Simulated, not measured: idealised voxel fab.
process module | voxel wiring stack
cross-section cut | 280 nm wide | cells 5 nm
A cross-section is a grid of square cells, given in bands from the top down. A band is one or more rows of cells.
Each band's line starts with the height of the band's top and of its bottom, in nm. Then come its materials from left to right, each with its width in nm. One material with "throughout" fills the band from edge to edge. "air" is empty space.
Height 0 is the level under which the wafer as received is all one material. The lowest band goes on downwards, as in "0 down".
A width such as "30 to 40" changes by the same amount from each row of cells to the next, from the band's top row to its bottom row.
"no change" after a step means that no cell of the cross-section changed.
closed voids: empty space of 8 cells or more with no open way to the top, each as width x height at its distance from the left edge, in nm
after a step's settings: what the simulator itself notes on the step
overlay nm, on a step with a mask: how far to the right of its planned place the mask lay; to the left if negative
plan
1 op RECEIVE | material Si
2 op CONFORMAL_DEP | material SiO2 | thk nm 10
3 op CONFORMAL_DEP | material SiN | thk nm 5
4 op DIRECTIONAL_DEP | material SiO2 | thk nm 20
5 op MASKED_ETCH | tone open | mask id METAL_1 | width nm 20 | pitch nm 40 | etch materials SiO2 | depth nm 20 | overlay nm 0
6 op MASKED_ETCH | tone open | mask id METAL_1 | width nm 20 | pitch nm 40 | etch materials SiN | depth nm 5 | overlay nm 0
7 op CONFORMAL_DEP | material TiN | thk nm 5
8 op FILL_DEP | material Ru | thk nm 10
9 op CMP | height nm 35
10 op CONFORMAL_DEP | material SiCN | thk nm 5
11 op DIRECTIONAL_DEP | material SiO2 | thk nm 15
12 op MASKED_ETCH | tone open | mask id PLUG_1 | width nm 15 | pitch nm 80 | etch materials SiO2 | depth nm 15 | overlay nm 0
13 op MASKED_ETCH | tone open | mask id PLUG_1 | width nm 15 | pitch nm 80 | etch materials SiCN | depth nm 5 | overlay nm 0
14 op CONFORMAL_DEP | material TiN | thk nm 5
15 op FILL_DEP | material W | thk nm 5
16 op CMP | height nm 55
17 op CONFORMAL_DEP | material SiN | thk nm 5
18 op DIRECTIONAL_DEP | material lowk | thk nm 20
19 op MASKED_ETCH | tone open | mask id METAL_2 | width nm 20 | pitch nm 40 | etch materials lowk | depth nm 20 | overlay nm 0
20 op MASKED_ETCH | tone open | mask id METAL_2 | width nm 20 | pitch nm 40 | etch materials SiN | depth nm 5 | overlay nm 0
21 op CONFORMAL_DEP | material TiN | thk nm 5
22 op FILL_DEP | material Cu | thk nm 5
23 op CMP | height nm 80
24 op CONFORMAL_DEP | material SiCN | thk nm 5
25 op DIRECTIONAL_DEP | material lowk | thk nm 35
26 op MASKED_ETCH | tone open | mask id METAL_3 | width nm 20 | pitch nm 40 | etch materials lowk | depth nm 20 | overlay nm 0
27 op DIRECTIONAL_DEP | material aC | thk nm 10
28 op PATTERN | tone open | mask id METAL_3_HOLES | material resist | width nm 15 | pitch nm 80 | thk nm 25 | overlay nm 0
29 op DIRECTIONAL_ETCH | etch materials aC | depth nm 10
30 op STRIP | etch materials resist
31 op DIRECTIONAL_ETCH | etch materials lowk | depth nm 15
32 op DIRECTIONAL_ETCH | etch materials SiCN | depth nm 5
33 op STRIP | etch materials aC
34 op CONFORMAL_DEP | material TiN | thk nm 5
35 op FILL_DEP | material Cu | thk nm 10
36 op CMP | height nm 120
37 op CONFORMAL_DEP | material SiN | thk nm 5
varied across the wafers: width nm of step 12. The plan shows the first wafer's value. All wafers start alike
first wafer as received, after step 1
  0 down: Si throughout
  closed voids: none
first wafer at the end, after step 37
  125 to 120: SiN throughout
  120 to 105: lowk 90 | TiN 5 | Cu 10 | TiN 5 | lowk 20 | TiN 5 | Cu 10 | TiN 5 | lowk 20 | TiN 5 | Cu 10 | TiN 5 | lowk 90
  105 to 100: lowk 90 | TiN 5 | Cu 5 | TiN 10 | lowk 20 | TiN 20 | lowk 20 | TiN 5 | Cu 5 | TiN 10 | lowk 90
  100 to 85: lowk 90 | TiN 5 | Cu 5 | TiN 5 | lowk 65 | TiN 5 | Cu 5 | TiN 5 | lowk 95
  85 to 80: SiCN 90 | TiN 15 | SiCN 65 | TiN 15 | SiCN 95
  80 to 60: lowk 90 | TiN 5 | Cu 10 | TiN 5 | lowk 20 | TiN 5 | Cu 10 | TiN 5 | lowk 20 | TiN 5 | Cu 10 | TiN 5 | lowk 90
  60 to 55: SiN 90 | TiN 20 | SiN 20 | TiN 20 | SiN 20 | TiN 20 | SiN 90
  55 to 40: SiO2 90 | TiN 5 | W 5 | TiN 5 | SiO2 65 | TiN 5 | W 5 | TiN 5 | SiO2 95
  40 to 35: SiCN 90 | TiN 15 | SiCN 65 | TiN 15 | SiCN 95
  35 to 15: SiO2 90 | TiN 5 | Ru 10 | TiN 5 | SiO2 20 | TiN 5 | Ru 10 | TiN 5 | SiO2 20 | TiN 5 | Ru 10 | TiN 5 | SiO2 90
  15 to 10: SiN 90 | TiN 20 | SiN 20 | TiN 20 | SiN 20 | TiN 20 | SiN 90
  10 to 0: SiO2 throughout
  0 down: Si throughout
  closed voids: none
last wafer at the end
  125 to 120: SiN throughout
  120 to 105: lowk 90 | TiN 5 | Cu 10 | TiN 5 | lowk 20 | TiN 5 | Cu 10 | TiN 5 | lowk 20 | TiN 5 | Cu 10 | TiN 5 | lowk 90
  105 to 100: lowk 90 | TiN 5 | Cu 5 | TiN 10 | lowk 20 | TiN 20 | lowk 20 | TiN 5 | Cu 5 | TiN 10 | lowk 90
  100 to 85: lowk 90 | TiN 5 | Cu 5 | TiN 5 | lowk 65 | TiN 5 | Cu 5 | TiN 5 | lowk 95
  85 to 80: SiCN 90 | TiN 15 | SiCN 65 | TiN 15 | SiCN 95
  80 to 60: lowk 90 | TiN 5 | Cu 10 | TiN 5 | lowk 20 | TiN 5 | Cu 10 | TiN 5 | lowk 20 | TiN 5 | Cu 10 | TiN 5 | lowk 90
  60 to 55: SiN 90 | TiN 20 | SiN 20 | TiN 20 | SiN 20 | TiN 20 | SiN 90
  55 to 45: SiO2 85 | TiN 5 | W 20 | TiN 5 | SiO2 50 | TiN 5 | W 20 | TiN 5 | SiO2 85
  45 to 40: SiO2 85 | TiN 10 | W 5 | TiN 15 | SiO2 50 | TiN 10 | W 5 | TiN 15 | SiO2 85
  40 to 35: SiCN 90 | TiN 15 | SiCN 65 | TiN 15 | SiCN 95
  35 to 15: SiO2 90 | TiN 5 | Ru 10 | TiN 5 | SiO2 20 | TiN 5 | Ru 10 | TiN 5 | SiO2 20 | TiN 5 | Ru 10 | TiN 5 | SiO2 90
  15 to 10: SiN 90 | TiN 20 | SiN 20 | TiN 20 | SiN 20 | TiN 20 | SiN 90
  10 to 0: SiO2 throughout
  0 down: Si throughout
  closed voids: none
each wafer at the end: cells of each material gained (+) or lost (-) since it was received, then its closed voids
width nm 15 | +50 Cu | +24 Ru | +100 SiCN | +144 SiN | +438 SiO2 | +136 TiN | +6 W | +502 lowk | closed voids: none
width nm 20 | +50 Cu | +24 Ru | +100 SiCN | +144 SiN | +432 SiO2 | +138 TiN | +10 W | +502 lowk | closed voids: none
width nm 25 | +50 Cu | +24 Ru | +100 SiCN | +144 SiN | +426 SiO2 | +140 TiN | +14 W | +502 lowk | closed voids: none
width nm 30 | +50 Cu | +24 Ru | +100 SiCN | +144 SiN | +420 SiO2 | +142 TiN | +18 W | +502 lowk | closed voids: none
